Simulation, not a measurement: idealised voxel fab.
process module | voxel ribs on slabs
cross-section cut | 140 nm wide | cells 5 nm
A cross-section is a grid of square cells, given in bands from the top down. A band is one or more rows of cells.
Each band's line starts with the height of the band's top and of its bottom, in nm. Then come its materials from left to right, each with its width in nm. One material with "throughout" fills the band from edge to edge. "air" is empty space.
Height 0 is the level under which the wafer as received is all one material. The lowest band goes on downwards, as in "0 down".
A width such as "30 to 40" changes by the same amount from each row of cells to the next, from the band's top row to its bottom row.
"no change" after a step means that no cell of the cross-section changed.
closed voids: empty space of 8 cells or more with no open way to the top, each as width x height at its distance from the left edge, in nm
after a step's settings: what the simulator itself notes on the step
overlay nm, on a step with a mask: how far to the right of its planned place the mask lay; to the left if negative
plan
1 op RECEIVE | material Si
2 op DIRECTIONAL_DEP | material SiO2 | thk nm 20
3 op DIRECTIONAL_DEP | material polySi | thk nm 25
4 op PATTERN | tone cover | mask id RIB | material resist | width nm 30 | thk nm 15 | overlay nm 0
5 op DIRECTIONAL_ETCH | etch materials polySi | depth nm 10
6 op STRIP | etch materials resist
7 op DIRECTIONAL_DEP | material aC | thk nm 15
8 op PATTERN | tone cover | mask id SLAB | material resist | width nm 90 | thk nm 30 | overlay nm 0
9 op DIRECTIONAL_ETCH | etch materials aC | depth nm 15
10 op STRIP | etch materials resist
11 op DIRECTIONAL_ETCH | etch materials polySi | depth nm 15
12 op STRIP | etch materials aC
13 op FILL_DEP | material SiO2 | thk nm 25
14 op CMP | height nm 60
15 op DIRECTIONAL_DEP | material W | thk nm 10
16 op MASKED_ETCH | tone cover | mask id HEATER | width nm 40 | etch materials W | depth nm 10 | overlay nm 0
17 op CONFORMAL_DEP | material SiN | thk nm 10
as received, after step 1
  0 down: Si throughout
  closed voids: none
a wafer at the end: this start, this plan, one mistake
  70 to 60: air 50 | W 40 | air 50
  60 to 45: SiO2 throughout
  45 to 35: SiO2 55 | polySi 30 | SiO2 55
  35 to 20: SiO2 25 | polySi 90 | SiO2 25
  20 to 0: SiO2 throughout
  0 down: Si throughout
  closed voids: none
what went wrong: step 17 was left out
